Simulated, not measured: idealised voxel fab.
Process module under the name voxel ribs on slabs
FYI the section here is cut, 290 nm wide, cells are 5 nm squares.
Format of a cross-section: grid, square cells. Given as bands. Order: top down. Band: one or more rows of cells.
Read a band's entry like this: the first values are the height of its top and the height of its bottom in nm, and what follows is the sequence of materials from left to right, each with its width in nm. Note that "blank" is empty space, and that a single material marked "full width" reaches across the band from edge to edge.
Where do heights start? At 0: under that level the wafer as delivered is made of one material only. And the lowest band has no floor; it just carries on downward, as in "0 down".
So if you see something like "30 to 40" for the width, read it as the top row of the band sitting at the first number and the bottom row at the second, with every row in between moving by the same amount as the last.
What does "left unchanged" mean for a step? It means no cell of the cross-section changed in that step.
Basically, "Closed voids list" tells you about the enclosed voids: empty spaces with no open way to the top, 8 cells or bigger, each written width x height at distance, where distance is from the left edge, all in nm.
On a step's line, text after the settings is the simulator commenting on that step.
What "overlay nm" on a step's line means: if the step has a mask, that mask lay this far to the right of its planned place, or, when the value is negative, to the left.
These are the steps we planned for the process
1 RECEIVE: material Si
2 DIRECTIONAL_DEP: material SiO2, thk nm 25
3 DIRECTIONAL_DEP: material SiN, thk nm 15
4 DIRECTIONAL_DEP: material aC, thk nm 15
5 PATTERN: tone cover, mask id RIB, material resist, width nm 25, thk nm 30, overlay nm 0
6 DIRECTIONAL_ETCH: etch materials aC, depth nm 15
7 STRIP: etch materials resist
8 DIRECTIONAL_ETCH: etch materials SiN, depth nm 10
9 STRIP: etch materials aC
10 DIRECTIONAL_DEP: material aC, thk nm 10
11 PATTERN: tone cover, mask id SLAB, material resist, width nm 85, thk nm 25, overlay nm 0
12 DIRECTIONAL_ETCH: etch materials aC, depth nm 10
13 STRIP: etch materials resist
14 DIRECTIONAL_ETCH: etch materials SiN, depth nm 5
15 STRIP: etch materials aC
16 FILL_DEP: material SiO2, thk nm 15
17 CMP: height nm 50
18 DIRECTIONAL_DEP: material TiN, thk nm 10
19 DIRECTIONAL_DEP: material aC, thk nm 15
20 PATTERN: tone cover, mask id HEATER, material resist, width nm 35, thk nm 30, overlay nm 0
21 DIRECTIONAL_ETCH: etch materials aC, depth nm 15
22 STRIP: etch materials resist
23 DIRECTIONAL_ETCH: etch materials TiN, depth nm 10
24 STRIP: etch materials aC
25 CONFORMAL_DEP: material SiN, thk nm 10
So this is the incoming wafer in cross-section - it's already been through step 1
* 0 down = Si full width
* Closed voids list: none
The first of the two wafers as seen in cross-section once the module was finished; processing followed the plan
* 70 to 60 = blank 115 nm, SiN 55 nm, blank 120 nm
* 60 to 50 = SiN 125 nm, TiN 35 nm, SiN 130 nm
* 50 to 40 = SiO2 full width
* 40 to 30 = SiO2 130 nm, SiN 25 nm, SiO2 135 nm
* 30 to 25 = SiO2 100 nm, SiN 85 nm, SiO2 105 nm
* 25 to 0 = SiO2 full width
* 0 down = Si full width
* Closed voids list: none
Module end: cross-section of wafer two of two. Same start and process plan as the first wafer. One mistake during execution
* 70 to 60 = blank 120 nm, SiN 50 nm, blank 120 nm
* 60 to 50 = SiN 130 nm, TiN 30 nm, SiN 130 nm
* 50 to 40 = SiO2 full width
* 40 to 30 = SiO2 130 nm, SiN 25 nm, SiO2 135 nm
* 30 to 25 = SiO2 100 nm, SiN 85 nm, SiO2 105 nm
* 25 to 0 = SiO2 full width
* 0 down = Si full width
* Closed voids list: none
Misprocessing identified: step 20 changed vs plan, executed as PATTERN: tone cover, mask id HEATER, material resist, width nm 30, thk nm 30, overlay nm 0
The closing comparison, in cells, has the second wafer with more or fewer of some materials than the first: 2 fewer of TiN
